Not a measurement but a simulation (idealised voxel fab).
This is a process module. Its name is voxel capacitor over wiring.
Cross-sectional view cut (width: 200 nm; square cell size: 5 nm).
In this document a cross-section is written as a grid of square cells. It is given as a series of bands, listed from the top down, and a band is one or more rows of cells. The band entry comprises the height of the band's top followed by the height of its bottom, expressed in nm, and subsequently the band's materials from left to right, each stated together with its width in nm. Where a single material is marked with the word "everywhere", that material fills the band from edge to edge. The word "air" represents empty space. Beneath 0, the wafer as received is one material, and that level is where height counting begins. The lowest band goes on downward without a bottom; it is written like "from 0 down". The expression "30..40" gives the width at the extremes of the band, the first number at its top row of cells and the second at its bottom row, with the width changing by equal amounts from each row to the next in between. "nothing different" -> step changed no cross-section cell. Listed in "Voids, fully enclosed": every empty space of 8 or more cells without an open way to the top. Form: width x height at distance, the distance being from the left edge, all in nm. It should be noted that, on the line of a given step, the content following the step's settings is a remark produced by the simulator itself with respect to that step. overlay nm, on a step with a mask: how far to the right of its planned place the mask lay; to the left if negative.
This section lists the process steps that were planned:
1 RECEIVE: material Si
2 CONFORMAL_DEP: material SiO2, thk nm 15
3 DIRECTIONAL_DEP: material TiN, thk nm 5
4 DIRECTIONAL_DEP: material W, thk nm 20
5 PATTERN: tone cover, mask id METAL_1, material resist, width nm 20, pitch nm 80, thk nm 15, overlay nm 0
6 DIRECTIONAL_ETCH: etch materials W, depth nm 20
7 DIRECTIONAL_ETCH: etch materials TiN, depth nm 5
8 STRIP: etch materials resist
9 CONFORMAL_DEP: material SiN, thk nm 5
10 FILL_DEP: material lowk, thk nm 10
11 CMP: height nm 40
12 CONFORMAL_DEP: material SiCN, thk nm 5
13 DIRECTIONAL_DEP: material SiO2, thk nm 20
14 MASKED_ETCH: tone open, mask id PLUG_1, width nm 15, etch materials SiO2, depth nm 20, overlay nm 0
15 MASKED_ETCH: tone open, mask id PLUG_1, width nm 15, etch materials SiCN, depth nm 5, overlay nm 0
16 CONFORMAL_DEP: material TiN, thk nm 5
17 FILL_DEP: material W, thk nm 10
18 CMP: height nm 65
19 DIRECTIONAL_DEP: material TiN, thk nm 5
20 DIRECTIONAL_DEP: material Al2O3, thk nm 5
21 DIRECTIONAL_DEP: material TiN, thk nm 10
22 MASKED_ETCH: tone cover, mask id UPPER_PLATE, width nm 65, etch materials TiN, depth nm 10, overlay nm 0
23 MASKED_ETCH: tone cover, mask id UPPER_PLATE, width nm 65, etch materials Al2O3, depth nm 5, overlay nm 0
24 DIRECTIONAL_DEP: material aC, thk nm 15
25 PATTERN: tone cover, mask id LOWER_PLATE, material resist, width nm 75, thk nm 35, overlay nm 0
26 DIRECTIONAL_ETCH: etch materials aC, depth nm 15
27 STRIP: etch materials resist
28 DIRECTIONAL_ETCH: etch materials TiN, depth nm 5
29 STRIP: etch materials aC
30 FILL_DEP: material SiO2, thk nm 15
31 CMP: height nm 95
32 MASKED_ETCH: tone open, mask id PLUG_2, width nm 15, etch materials SiO2, depth nm 10, overlay nm 0
33 CONFORMAL_DEP: material TiN, thk nm 5
34 FILL_DEP: material W, thk nm 5
35 CMP: height nm 95
36 CONFORMAL_DEP: material SiN, thk nm 5
As-received state of the wafer in cross-section, equivalent to post-step 1:
    from 0 down: Si everywhere
    Voids, fully enclosed: none
Figure: cross-sectional view of the wafer upon completion of the module, processed from the initial state and according to the plan depicted above, with one error introduced during execution:
    from 100 to 95: SiN everywhere
    from 95 to 90: SiO2: 60 | TiN: 5 | W: 5 | TiN: 5 | SiO2: 125
    from 90 to 85: SiO2: 60 | TiN: 15 | SiO2: 125
    from 85 to 75: SiO2: 55 | TiN: 65 | SiO2: 80
    from 75 to 70: SiO2: 55 | Al2O3: 65 | SiO2: 80
    from 70 to 65: SiO2: 50 | TiN: 75 | SiO2: 75
    from 65 to 45: SiO2: 55 | TiN: 5 | W: 5 | TiN: 5 | SiO2: 130
    from 45 to 40: SiCN: 55 | TiN: 15 | SiCN: 130
    from 40 to 20: lowk: 45 | SiN: 5 | W: 20 | SiN: 5 | lowk: 50 | SiN: 5 | W: 20 | SiN: 5 | lowk: 45
    from 20 to 15: SiN: 50 | TiN: 20 | SiN: 60 | TiN: 20 | SiN: 50
    from 15 to 0: SiO2 everywhere
    from 0 down: Si everywhere
    Voids, fully enclosed: none
So what did we get wrong on this run? off-plan run, step 32, actual operation and settings MASKED_ETCH: tone open, mask id PLUG_2, width nm 15, etch materials SiO2, depth nm 10, overlay nm -5
